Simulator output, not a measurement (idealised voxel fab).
process module | voxel wiring stack
cross-section cut | 300 nm wide | cells 5 nm
A cross-section is a grid of square cells, given in bands from the top down. A band is one or more rows of cells.
Each band's line starts with the height of the band's top and of its bottom, in nm. Then come its materials from left to right, each with its width in nm. One material with "throughout" fills the band from edge to edge. "air" is empty space.
Height 0 is the level under which the wafer as received is all one material. The lowest band goes on downwards, as in "0 down".
A width such as "30 to 40" changes by the same amount from each row of cells to the next, from the band's top row to its bottom row.
"no change" after a step means that no cell of the cross-section changed.
closed voids: empty space of 8 cells or more with no open way to the top, each as width x height at its distance from the left edge, in nm
after a step's settings: what the simulator itself notes on the step
overlay nm, on a step with a mask: how far to the right of its planned place the mask lay; to the left if negative
plan
1 op RECEIVE | material Si
2 op CONFORMAL_DEP | material SiO2 | thk nm 15
3 op DIRECTIONAL_DEP | material TiN | thk nm 5
4 op DIRECTIONAL_DEP | material W | thk nm 15
5 op PATTERN | tone cover | mask id METAL_1 | material resist | width nm 25 | pitch nm 55 | thk nm 20 | overlay nm 0
6 op DIRECTIONAL_ETCH | etch materials W | depth nm 15
7 op DIRECTIONAL_ETCH | etch materials TiN | depth nm 5
8 op STRIP | etch materials resist
9 op CONFORMAL_DEP | material SiCN | thk nm 5
10 op FILL_DEP | material lowk | thk nm 10
11 op CMP | height nm 35
12 op CONFORMAL_DEP | material SiCN | thk nm 5
13 op DIRECTIONAL_DEP | material lowk | thk nm 10
14 op DIRECTIONAL_DEP | material aC | thk nm 10
15 op PATTERN | tone open | mask id PLUG_1 | material resist | width nm 15 | thk nm 25 | overlay nm 0
16 op DIRECTIONAL_ETCH | etch materials aC | depth nm 10
17 op STRIP | etch materials resist
18 op DIRECTIONAL_ETCH | etch materials lowk | depth nm 10
19 op DIRECTIONAL_ETCH | etch materials SiCN | depth nm 5
20 op STRIP | etch materials aC
21 op CONFORMAL_DEP | material TiN | thk nm 5
22 op FILL_DEP | material Cu | thk nm 5
23 op CMP | height nm 50
24 op CONFORMAL_DEP | material SiCN | thk nm 5
25 op DIRECTIONAL_DEP | material lowk | thk nm 15
26 op MASKED_ETCH | tone open | mask id METAL_2 | width nm 25 | pitch nm 55 | etch materials lowk | depth nm 15 | overlay nm 0
27 op MASKED_ETCH | tone open | mask id METAL_2 | width nm 25 | pitch nm 55 | etch materials SiCN | depth nm 5 | overlay nm 0
28 op CONFORMAL_DEP | material TiN | thk nm 5
29 op FILL_DEP | material Cu | thk nm 5
30 op CMP | height nm 70
31 op CONFORMAL_DEP | material SiCN | thk nm 5
32 op DIRECTIONAL_DEP | material lowk | thk nm 15
33 op PATTERN | tone open | mask id PLUG_2 | material resist | width nm 15 | thk nm 15 | overlay nm 0
34 op DIRECTIONAL_ETCH | etch materials lowk | depth nm 15
35 op DIRECTIONAL_ETCH | etch materials SiCN | depth nm 5
36 op STRIP | etch materials resist
37 op CONFORMAL_DEP | material TiN | thk nm 5
38 op FILL_DEP | material Cu | thk nm 5
39 op CMP | height nm 90
40 op DIRECTIONAL_DEP | material TiN | thk nm 5
41 op DIRECTIONAL_DEP | material Ru | thk nm 20
42 op MASKED_ETCH | tone cover | mask id METAL_3 | width nm 25 | pitch nm 55 | etch materials Ru | depth nm 20 | overlay nm 0
43 op MASKED_ETCH | tone cover | mask id METAL_3 | width nm 25 | pitch nm 55 | etch materials TiN | depth nm 5 | overlay nm 0
44 op CONFORMAL_DEP | material SiCN | thk nm 5
45 op FILL_DEP | material SiO2 | thk nm 5
46 op CMP | height nm 115
47 op CONFORMAL_DEP | material SiCN | thk nm 5
48 op DIRECTIONAL_DEP | material lowk | thk nm 30
49 op PATTERN | tone open | mask id METAL_4_HOLES | material resist | width nm 15 | pitch nm 55 | thk nm 20 | overlay nm 0
50 op DIRECTIONAL_ETCH | etch materials lowk | depth nm 30
51 op STRIP | etch materials resist
52 op PATTERN | tone open | mask id METAL_4 | material resist | width nm 25 | pitch nm 55 | thk nm 15 | overlay nm 0
53 op DIRECTIONAL_ETCH | etch materials lowk | depth nm 15
54 op DIRECTIONAL_ETCH | etch materials SiCN | depth nm 5
55 op STRIP | etch materials resist
56 op CONFORMAL_DEP | material TiN | thk nm 5
57 op FILL_DEP | material Cu | thk nm 10
58 op CMP | height nm 150
59 op CONFORMAL_DEP | material SiN | thk nm 5
first wafer, as planned
as received, after step 1
  0 down: Si throughout
  closed voids: none
after step 2
  15 to 0: SiO2 throughout
  below 0: unchanged
after step 3
  20 to 15: TiN throughout
  below 15: unchanged
after step 4
  35 to 20: W throughout
  below 20: unchanged
after step 5
  55 to 35: air 110 | resist 25 | air 30 | resist 25 | air 110
  below 35: unchanged
after step 6
  55 to 35: air 110 | resist 25 | air 30 | resist 25 | air 110
  35 to 20: air 110 | W 25 | air 30 | W 25 | air 110
  below 20: unchanged
after step 7
  55 to 35: air 110 | resist 25 | air 30 | resist 25 | air 110
  35 to 20: air 110 | W 25 | air 30 | W 25 | air 110
  20 to 15: air 110 | TiN 25 | air 30 | TiN 25 | air 110
  below 15: unchanged
after step 8
  35 to 20: air 110 | W 25 | air 30 | W 25 | air 110
  below 20: unchanged
after step 9
  40 to 35: air 105 | SiCN 35 | air 20 | SiCN 35 | air 105
  35 to 20: air 105 | SiCN 5 | W 25 | SiCN 5 | air 20 | SiCN 5 | W 25 | SiCN 5 | air 105
  20 to 15: SiCN 110 | TiN 25 | SiCN 30 | TiN 25 | SiCN 110
  below 15: unchanged
after step 10
  50 to 40: lowk throughout
  40 to 35: lowk 105 | SiCN 35 | lowk 20 | SiCN 35 | lowk 105
  35 to 20: lowk 105 | SiCN 5 | W 25 | SiCN 5 | lowk 20 | SiCN 5 | W 25 | SiCN 5 | lowk 105
  below 20: unchanged
after step 11
  35 to 20: lowk 105 | SiCN 5 | W 25 | SiCN 5 | lowk 20 | SiCN 5 | W 25 | SiCN 5 | lowk 105
  below 20: unchanged
after step 12
  40 to 35: SiCN throughout
  below 35: unchanged
after step 13
  50 to 40: lowk throughout
  below 40: unchanged
after step 14
  60 to 50: aC throughout
  below 50: unchanged
after step 15
  85 to 60: resist 110 | air 15 | resist 175
  below 60: unchanged
after step 16
  75 to 60: resist 110 | air 15 | resist 175
  60 to 50: aC 110 | air 15 | aC 175
  below 50: unchanged
after step 17
  60 to 50: aC 110 | air 15 | aC 175
  below 50: unchanged
after step 18
  60 to 50: aC 110 | air 15 | aC 175
  50 to 40: lowk 110 | air 15 | lowk 175
  below 40: unchanged
after step 19
  60 to 50: aC 110 | air 15 | aC 175
  50 to 40: lowk 110 | air 15 | lowk 175
  40 to 35: SiCN 110 | air 15 | SiCN 175
  below 35: unchanged
after step 20
  50 to 40: lowk 110 | air 15 | lowk 175
  below 40: unchanged
after step 21
  55 to 50: TiN 115 | air 5 | TiN 180
  50 to 40: lowk 110 | TiN 5 | air 5 | TiN 5 | lowk 175
  40 to 35: SiCN 110 | TiN 15 | SiCN 175
  below 35: unchanged
after step 22
  60 to 55: Cu throughout
  55 to 50: TiN 115 | Cu 5 | TiN 180
  50 to 40: lowk 110 | TiN 5 | Cu 5 | TiN 5 | lowk 175
  below 40: unchanged
after step 23
  50 to 40: lowk 110 | TiN 5 | Cu 5 | TiN 5 | lowk 175
  below 40: unchanged
after step 24
  55 to 50: SiCN throughout
  below 50: unchanged
after step 25
  70 to 55: lowk throughout
  below 55: unchanged
after step 26
  70 to 55: lowk 110 | air 25 | lowk 30 | air 25 | lowk 110
  below 55: unchanged
after step 27
  70 to 55: lowk 110 | air 25 | lowk 30 | air 25 | lowk 110
  55 to 50: SiCN 110 | air 25 | SiCN 30 | air 25 | SiCN 110
  below 50: unchanged
after step 28
  75 to 70: TiN 115 | air 15 | TiN 40 | air 15 | TiN 115
  70 to 55: lowk 110 | TiN 5 | air 15 | TiN 5 | lowk 30 | TiN 5 | air 15 | TiN 5 | lowk 110
  55 to 50: SiCN 110 | TiN 25 | SiCN 30 | TiN 25 | SiCN 110
  below 50: unchanged
after step 29
  80 to 75: Cu throughout
  75 to 70: TiN 115 | Cu 15 | TiN 40 | Cu 15 | TiN 115
  70 to 55: lowk 110 | TiN 5 | Cu 15 | TiN 5 | lowk 30 | TiN 5 | Cu 15 | TiN 5 | lowk 110
  below 55: unchanged
after step 30
  70 to 55: lowk 110 | TiN 5 | Cu 15 | TiN 5 | lowk 30 | TiN 5 | Cu 15 | TiN 5 | lowk 110
  below 55: unchanged
after step 31
  75 to 70: SiCN throughout
  below 70: unchanged
after step 32
  90 to 75: lowk throughout
  below 75: unchanged
after step 33
  105 to 90: resist 110 | air 15 | resist 175
  below 90: unchanged
after step 34
  105 to 90: resist 110 | air 15 | resist 175
  90 to 75: lowk 110 | air 15 | lowk 175
  below 75: unchanged
after step 35
  105 to 90: resist 110 | air 15 | resist 175
  90 to 75: lowk 110 | air 15 | lowk 175
  75 to 70: SiCN 110 | air 15 | SiCN 175
  below 70: unchanged
after step 36
  90 to 75: lowk 110 | air 15 | lowk 175
  below 75: unchanged
after step 37
  95 to 90: TiN 115 | air 5 | TiN 180
  90 to 75: lowk 110 | TiN 5 | air 5 | TiN 5 | lowk 175
  75 to 70: SiCN 110 | TiN 15 | SiCN 175
  below 70: unchanged
after step 38
  100 to 95: Cu throughout
  95 to 90: TiN 115 | Cu 5 | TiN 180
  90 to 75: lowk 110 | TiN 5 | Cu 5 | TiN 5 | lowk 175
  below 75: unchanged
after step 39
  90 to 75: lowk 110 | TiN 5 | Cu 5 | TiN 5 | lowk 175
  below 75: unchanged
after step 40
  95 to 90: TiN throughout
  below 90: unchanged
after step 41
  115 to 95: Ru throughout
  below 95: unchanged
after step 42
  115 to 95: air 110 | Ru 25 | air 30 | Ru 25 | air 110
  below 95: unchanged
after step 43
  115 to 95: air 110 | Ru 25 | air 30 | Ru 25 | air 110
  95 to 90: air 110 | TiN 25 | air 30 | TiN 25 | air 110
  below 90: unchanged
after step 44
  120 to 115: air 105 | SiCN 35 | air 20 | SiCN 35 | air 105
  115 to 95: air 105 | SiCN 5 | Ru 25 | SiCN 5 | air 20 | SiCN 5 | Ru 25 | SiCN 5 | air 105
  95 to 90: SiCN 110 | TiN 25 | SiCN 30 | TiN 25 | SiCN 110
  below 90: unchanged
after step 45
  125 to 120: SiO2 throughout
  120 to 115: SiO2 105 | SiCN 35 | SiO2 20 | SiCN 35 | SiO2 105
  115 to 95: SiO2 105 | SiCN 5 | Ru 25 | SiCN 5 | SiO2 20 | SiCN 5 | Ru 25 | SiCN 5 | SiO2 105
  below 95: unchanged
after step 46
  115 to 95: SiO2 105 | SiCN 5 | Ru 25 | SiCN 5 | SiO2 20 | SiCN 5 | Ru 25 | SiCN 5 | SiO2 105
  below 95: unchanged
after step 47
  120 to 115: SiCN throughout
  below 115: unchanged
after step 48
  150 to 120: lowk throughout
  below 120: unchanged
after step 49
  170 to 150: resist 110 | air 15 | resist 40 | air 15 | resist 120
  below 150: unchanged
after step 50
  170 to 150: resist 110 | air 15 | resist 40 | air 15 | resist 120
  150 to 120: lowk 110 | air 15 | lowk 40 | air 15 | lowk 120
  below 120: unchanged
after step 51
  150 to 120: lowk 110 | air 15 | lowk 40 | air 15 | lowk 120
  below 120: unchanged
after step 52
  165 to 150: resist 110 | air 25 | resist 30 | air 25 | resist 110
  below 150: unchanged
after step 53
  165 to 150: resist 110 | air 25 | resist 30 | air 25 | resist 110
  150 to 135: lowk 110 | air 25 | lowk 30 | air 25 | lowk 110
  below 135: unchanged
after step 54
  165 to 150: resist 110 | air 25 | resist 30 | air 25 | resist 110
  150 to 135: lowk 110 | air 25 | lowk 30 | air 25 | lowk 110
  135 to 120: lowk 110 | air 15 | lowk 40 | air 15 | lowk 120
  120 to 115: SiCN 110 | air 15 | SiCN 40 | air 15 | SiCN 120
  below 115: unchanged
after step 55
  150 to 135: lowk 110 | air 25 | lowk 30 | air 25 | lowk 110
  below 135: unchanged
after step 56
  155 to 150: TiN 115 | air 15 | TiN 40 | air 15 | TiN 115
  150 to 140: lowk 110 | TiN 5 | air 15 | TiN 5 | lowk 30 | TiN 5 | air 15 | TiN 5 | lowk 110
  140 to 135: lowk 110 | TiN 5 | air 5 | TiN 15 | lowk 30 | TiN 5 | air 5 | TiN 15 | lowk 110
  135 to 120: lowk 110 | TiN 5 | air 5 | TiN 5 | lowk 40 | TiN 5 | air 5 | TiN 5 | lowk 120
  120 to 115: SiCN 110 | TiN 15 | SiCN 40 | TiN 15 | SiCN 120
  below 115: unchanged
after step 57
  165 to 155: Cu throughout
  155 to 150: TiN 115 | Cu 15 | TiN 40 | Cu 15 | TiN 115
  150 to 140: lowk 110 | TiN 5 | Cu 15 | TiN 5 | lowk 30 | TiN 5 | Cu 15 | TiN 5 | lowk 110
  140 to 135: lowk 110 | TiN 5 | Cu 5 | TiN 15 | lowk 30 | TiN 5 | Cu 5 | TiN 15 | lowk 110
  135 to 120: lowk 110 | TiN 5 | Cu 5 | TiN 5 | lowk 40 | TiN 5 | Cu 5 | TiN 5 | lowk 120
  below 120: unchanged
after step 58
  150 to 140: lowk 110 | TiN 5 | Cu 15 | TiN 5 | lowk 30 | TiN 5 | Cu 15 | TiN 5 | lowk 110
  below 140: unchanged
after step 59
  155 to 150: SiN throughout
  below 150: unchanged
second wafer: like start, like plan, one mistake. Through step 1 it matches the first wafer
when step 2 should have ended
  15 to 0: Ru throughout
  below 0: unchanged
when step 3 should have ended
  20 to 15: TiN throughout
  below 15: unchanged
when step 4 should have ended
  35 to 20: W throughout
  below 20: unchanged
when step 5 should have ended
  55 to 35: air 110 | resist 25 | air 30 | resist 25 | air 110
  below 35: unchanged
when step 6 should have ended
  55 to 35: air 110 | resist 25 | air 30 | resist 25 | air 110
  35 to 20: air 110 | W 25 | air 30 | W 25 | air 110
  below 20: unchanged
when step 7 should have ended
  55 to 35: air 110 | resist 25 | air 30 | resist 25 | air 110
  35 to 20: air 110 | W 25 | air 30 | W 25 | air 110
  20 to 15: air 110 | TiN 25 | air 30 | TiN 25 | air 110
  below 15: unchanged
when step 8 should have ended
  35 to 20: air 110 | W 25 | air 30 | W 25 | air 110
  below 20: unchanged
when step 9 should have ended
  40 to 35: air 105 | SiCN 35 | air 20 | SiCN 35 | air 105
  35 to 20: air 105 | SiCN 5 | W 25 | SiCN 5 | air 20 | SiCN 5 | W 25 | SiCN 5 | air 105
  20 to 15: SiCN 110 | TiN 25 | SiCN 30 | TiN 25 | SiCN 110
  below 15: unchanged
when step 10 should have ended
  50 to 40: lowk throughout
  40 to 35: lowk 105 | SiCN 35 | lowk 20 | SiCN 35 | lowk 105
  35 to 20: lowk 105 | SiCN 5 | W 25 | SiCN 5 | lowk 20 | SiCN 5 | W 25 | SiCN 5 | lowk 105
  below 20: unchanged
when step 11 should have ended
  35 to 20: lowk 105 | SiCN 5 | W 25 | SiCN 5 | lowk 20 | SiCN 5 | W 25 | SiCN 5 | lowk 105
  below 20: unchanged
when step 12 should have ended
  40 to 35: SiCN throughout
  below 35: unchanged
when step 13 should have ended
  50 to 40: lowk throughout
  below 40: unchanged
when step 14 should have ended
  60 to 50: aC throughout
  below 50: unchanged
when step 15 should have ended
  85 to 60: resist 110 | air 15 | resist 175
  below 60: unchanged
when step 16 should have ended
  75 to 60: resist 110 | air 15 | resist 175
  60 to 50: aC 110 | air 15 | aC 175
  below 50: unchanged
when step 17 should have ended
  60 to 50: aC 110 | air 15 | aC 175
  below 50: unchanged
when step 18 should have ended
  60 to 50: aC 110 | air 15 | aC 175
  50 to 40: lowk 110 | air 15 | lowk 175
  below 40: unchanged
when step 19 should have ended
  60 to 50: aC 110 | air 15 | aC 175
  50 to 40: lowk 110 | air 15 | lowk 175
  40 to 35: SiCN 110 | air 15 | SiCN 175
  below 35: unchanged
when step 20 should have ended
  50 to 40: lowk 110 | air 15 | lowk 175
  below 40: unchanged
when step 21 should have ended
  55 to 50: TiN 115 | air 5 | TiN 180
  50 to 40: lowk 110 | TiN 5 | air 5 | TiN 5 | lowk 175
  40 to 35: SiCN 110 | TiN 15 | SiCN 175
  below 35: unchanged
when step 22 should have ended
  60 to 55: Cu throughout
  55 to 50: TiN 115 | Cu 5 | TiN 180
  50 to 40: lowk 110 | TiN 5 | Cu 5 | TiN 5 | lowk 175
  below 40: unchanged
when step 23 should have ended
  50 to 40: lowk 110 | TiN 5 | Cu 5 | TiN 5 | lowk 175
  below 40: unchanged
when step 24 should have ended
  55 to 50: SiCN throughout
  below 50: unchanged
when step 25 should have ended
  70 to 55: lowk throughout
  below 55: unchanged
when step 26 should have ended
  70 to 55: lowk 110 | air 25 | lowk 30 | air 25 | lowk 110
  below 55: unchanged
when step 27 should have ended
  70 to 55: lowk 110 | air 25 | lowk 30 | air 25 | lowk 110
  55 to 50: SiCN 110 | air 25 | SiCN 30 | air 25 | SiCN 110
  below 50: unchanged
when step 28 should have ended
  75 to 70: TiN 115 | air 15 | TiN 40 | air 15 | TiN 115
  70 to 55: lowk 110 | TiN 5 | air 15 | TiN 5 | lowk 30 | TiN 5 | air 15 | TiN 5 | lowk 110
  55 to 50: SiCN 110 | TiN 25 | SiCN 30 | TiN 25 | SiCN 110
  below 50: unchanged
when step 29 should have ended
  80 to 75: Cu throughout
  75 to 70: TiN 115 | Cu 15 | TiN 40 | Cu 15 | TiN 115
  70 to 55: lowk 110 | TiN 5 | Cu 15 | TiN 5 | lowk 30 | TiN 5 | Cu 15 | TiN 5 | lowk 110
  below 55: unchanged
when step 30 should have ended
  70 to 55: lowk 110 | TiN 5 | Cu 15 | TiN 5 | lowk 30 | TiN 5 | Cu 15 | TiN 5 | lowk 110
  below 55: unchanged
when step 31 should have ended
  75 to 70: SiCN throughout
  below 70: unchanged
when step 32 should have ended
  90 to 75: lowk throughout
  below 75: unchanged
when step 33 should have ended
  105 to 90: resist 110 | air 15 | resist 175
  below 90: unchanged
when step 34 should have ended
  105 to 90: resist 110 | air 15 | resist 175
  90 to 75: lowk 110 | air 15 | lowk 175
  below 75: unchanged
when step 35 should have ended
  105 to 90: resist 110 | air 15 | resist 175
  90 to 75: lowk 110 | air 15 | lowk 175
  75 to 70: SiCN 110 | air 15 | SiCN 175
  below 70: unchanged
when step 36 should have ended
  90 to 75: lowk 110 | air 15 | lowk 175
  below 75: unchanged
when step 37 should have ended
  95 to 90: TiN 115 | air 5 | TiN 180
  90 to 75: lowk 110 | TiN 5 | air 5 | TiN 5 | lowk 175
  75 to 70: SiCN 110 | TiN 15 | SiCN 175
  below 70: unchanged
when step 38 should have ended
  100 to 95: Cu throughout
  95 to 90: TiN 115 | Cu 5 | TiN 180
  90 to 75: lowk 110 | TiN 5 | Cu 5 | TiN 5 | lowk 175
  below 75: unchanged
when step 39 should have ended
  90 to 75: lowk 110 | TiN 5 | Cu 5 | TiN 5 | lowk 175
  below 75: unchanged
when step 40 should have ended
  95 to 90: TiN throughout
  below 90: unchanged
when step 41 should have ended
  115 to 95: Ru throughout
  below 95: unchanged
when step 42 should have ended
  115 to 95: air 110 | Ru 25 | air 30 | Ru 25 | air 110
  below 95: unchanged
when step 43 should have ended
  115 to 95: air 110 | Ru 25 | air 30 | Ru 25 | air 110
  95 to 90: air 110 | TiN 25 | air 30 | TiN 25 | air 110
  below 90: unchanged
when step 44 should have ended
  120 to 115: air 105 | SiCN 35 | air 20 | SiCN 35 | air 105
  115 to 95: air 105 | SiCN 5 | Ru 25 | SiCN 5 | air 20 | SiCN 5 | Ru 25 | SiCN 5 | air 105
  95 to 90: SiCN 110 | TiN 25 | SiCN 30 | TiN 25 | SiCN 110
  below 90: unchanged
when step 45 should have ended
  125 to 120: SiO2 throughout
  120 to 115: SiO2 105 | SiCN 35 | SiO2 20 | SiCN 35 | SiO2 105
  115 to 95: SiO2 105 | SiCN 5 | Ru 25 | SiCN 5 | SiO2 20 | SiCN 5 | Ru 25 | SiCN 5 | SiO2 105
  below 95: unchanged
when step 46 should have ended
  115 to 95: SiO2 105 | SiCN 5 | Ru 25 | SiCN 5 | SiO2 20 | SiCN 5 | Ru 25 | SiCN 5 | SiO2 105
  below 95: unchanged
when step 47 should have ended
  120 to 115: SiCN throughout
  below 115: unchanged
when step 48 should have ended
  150 to 120: lowk throughout
  below 120: unchanged
when step 49 should have ended
  170 to 150: resist 110 | air 15 | resist 40 | air 15 | resist 120
  below 150: unchanged
when step 50 should have ended
  170 to 150: resist 110 | air 15 | resist 40 | air 15 | resist 120
  150 to 120: lowk 110 | air 15 | lowk 40 | air 15 | lowk 120
  below 120: unchanged
when step 51 should have ended
  150 to 120: lowk 110 | air 15 | lowk 40 | air 15 | lowk 120
  below 120: unchanged
when step 52 should have ended
  165 to 150: resist 110 | air 25 | resist 30 | air 25 | resist 110
  below 150: unchanged
when step 53 should have ended
  165 to 150: resist 110 | air 25 | resist 30 | air 25 | resist 110
  150 to 135: lowk 110 | air 25 | lowk 30 | air 25 | lowk 110
  below 135: unchanged
when step 54 should have ended
  165 to 150: resist 110 | air 25 | resist 30 | air 25 | resist 110
  150 to 135: lowk 110 | air 25 | lowk 30 | air 25 | lowk 110
  135 to 120: lowk 110 | air 15 | lowk 40 | air 15 | lowk 120
  120 to 115: SiCN 110 | air 15 | SiCN 40 | air 15 | SiCN 120
  below 115: unchanged
when step 55 should have ended
  150 to 135: lowk 110 | air 25 | lowk 30 | air 25 | lowk 110
  below 135: unchanged
when step 56 should have ended
  155 to 150: TiN 115 | air 15 | TiN 40 | air 15 | TiN 115
  150 to 140: lowk 110 | TiN 5 | air 15 | TiN 5 | lowk 30 | TiN 5 | air 15 | TiN 5 | lowk 110
  140 to 135: lowk 110 | TiN 5 | air 5 | TiN 15 | lowk 30 | TiN 5 | air 5 | TiN 15 | lowk 110
  135 to 120: lowk 110 | TiN 5 | air 5 | TiN 5 | lowk 40 | TiN 5 | air 5 | TiN 5 | lowk 120
  120 to 115: SiCN 110 | TiN 15 | SiCN 40 | TiN 15 | SiCN 120
  below 115: unchanged
when step 57 should have ended
  165 to 155: Cu throughout
  155 to 150: TiN 115 | Cu 15 | TiN 40 | Cu 15 | TiN 115
  150 to 140: lowk 110 | TiN 5 | Cu 15 | TiN 5 | lowk 30 | TiN 5 | Cu 15 | TiN 5 | lowk 110
  140 to 135: lowk 110 | TiN 5 | Cu 5 | TiN 15 | lowk 30 | TiN 5 | Cu 5 | TiN 15 | lowk 110
  135 to 120: lowk 110 | TiN 5 | Cu 5 | TiN 5 | lowk 40 | TiN 5 | Cu 5 | TiN 5 | lowk 120
  below 120: unchanged
when step 58 should have ended
  150 to 140: lowk 110 | TiN 5 | Cu 15 | TiN 5 | lowk 30 | TiN 5 | Cu 15 | TiN 5 | lowk 110
  below 140: unchanged
when step 59 should have ended
  155 to 150: SiN throughout
  below 150: unchanged
what went wrong: step 2 ran as: op CONFORMAL_DEP | material Ru | thk nm 15
at the end the second wafer has, in cells: 180 more of Ru | 180 fewer of SiO2
